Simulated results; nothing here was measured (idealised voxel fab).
The document below concerns the process module designated voxel self aligned contacts.
Section shown: cut. Width: 250 nm. Cell size: 5 nm, square.
Heads up, the way a cross-section reads in here is a grid of square cells, handed over as bands from the top down, with every band being one or more rows of cells. Top, bottom (nm), then materials left to right with widths (nm); lone material tagged "full width" fills the whole band edge to edge; "empty" = empty space. Height reference: 0 = level under which incoming wafer is all one material. Lowest band: no bottom, runs on downward, e.g. "from 0 down". The width entry "30 to 40" should be interpreted row by row: the top row of cells in the band takes the first number, the bottom row takes the second number, and the change between adjacent rows is uniform throughout. The designation "remained unchanged", where it is given for a processing step, indicates that no cell of the cross-section was altered in the course of that step. "Voids lacking openings" - sealed voids, min. 8 cells, no opening to top; format: width x height at distance (distance from left edge; nm throughout). Text after the settings on a step's line: the simulator's own remark on that step. Regarding "overlay nm": on a step with a mask, it is the distance the mask lay to the right of its planned place; a negative value places it to the left.
Process steps foreseen in the plan:
- 1: RECEIVE [material Si]
- 2: OXIDIZE [depth nm 5]
- 3: DIRECTIONAL_DEP [material polySi] [thk nm 25]
- 4: DIRECTIONAL_DEP [material SiN] [thk nm 15]
- 5: PATTERN [tone cover] [mask id GATE] [material resist] [width nm 35] [pitch nm 60] [thk nm 20] [overlay nm 0]
- 6: DIRECTIONAL_ETCH [etch materials SiN] [depth nm 15]
- 7: DIRECTIONAL_ETCH [etch materials polySi] [depth nm 25]
- 8: STRIP [etch materials resist]
- 9: CONFORMAL_DEP [material SiN] [thk nm 5]
- 10: DIRECTIONAL_ETCH [etch materials SiN] [depth nm 5]
- 11: FILL_DEP [material SiO2] [thk nm 20]
- 12: CMP [height nm 50]
- 13: DIRECTIONAL_DEP [material aC] [thk nm 10]
- 14: PATTERN [tone open] [mask id CONTACT] [material resist] [width nm 45] [thk nm 30] [overlay nm 0]
- 15: DIRECTIONAL_ETCH [etch materials aC] [depth nm 10]
- 16: STRIP [etch materials resist]
- 17: DIRECTIONAL_ETCH [etch materials SiO2] [depth nm 55]
- 18: STRIP [etch materials aC]
- 19: CONFORMAL_DEP [material TiN] [thk nm 5]
- 20: FILL_DEP [material W] [thk nm 5]
- 21: CMP [height nm 50]
- 22: CONFORMAL_DEP [material SiN] [thk nm 5]
Cross-section, incoming material, after step 1:
	from 0 down: Si full width
	Voids lacking openings: none
The module was run from the start shown above using the plan shown above, but one mistake was made doing it; the resulting wafer cross-section is below:
	from 55 to 50: SiO2 full width
	from 50 to 40: SiO2: 100  TiN: 5 to 20  W: 35 to 5  TiN: 5 to 20  SiO2: 105
	from 40 to 25: SiO2: 70  SiN: 45  TiN: 5  W: 5  TiN: 5  SiN: 45  SiO2: 75
	from 25 to 0: SiO2: 70  SiN: 5  polySi: 35  SiN: 5  TiN: 5  W: 5  TiN: 5  SiN: 5  polySi: 35  SiN: 5  SiO2: 75
	from 0 to -5: SiO2: 115  TiN: 15  SiO2: 120
	from -5 down: Si full width
	Voids lacking openings: none
What broke from the plan during processing? step 22: run off-plan, actual operation and settings CONFORMAL_DEP [material SiO2] [thk nm 5]
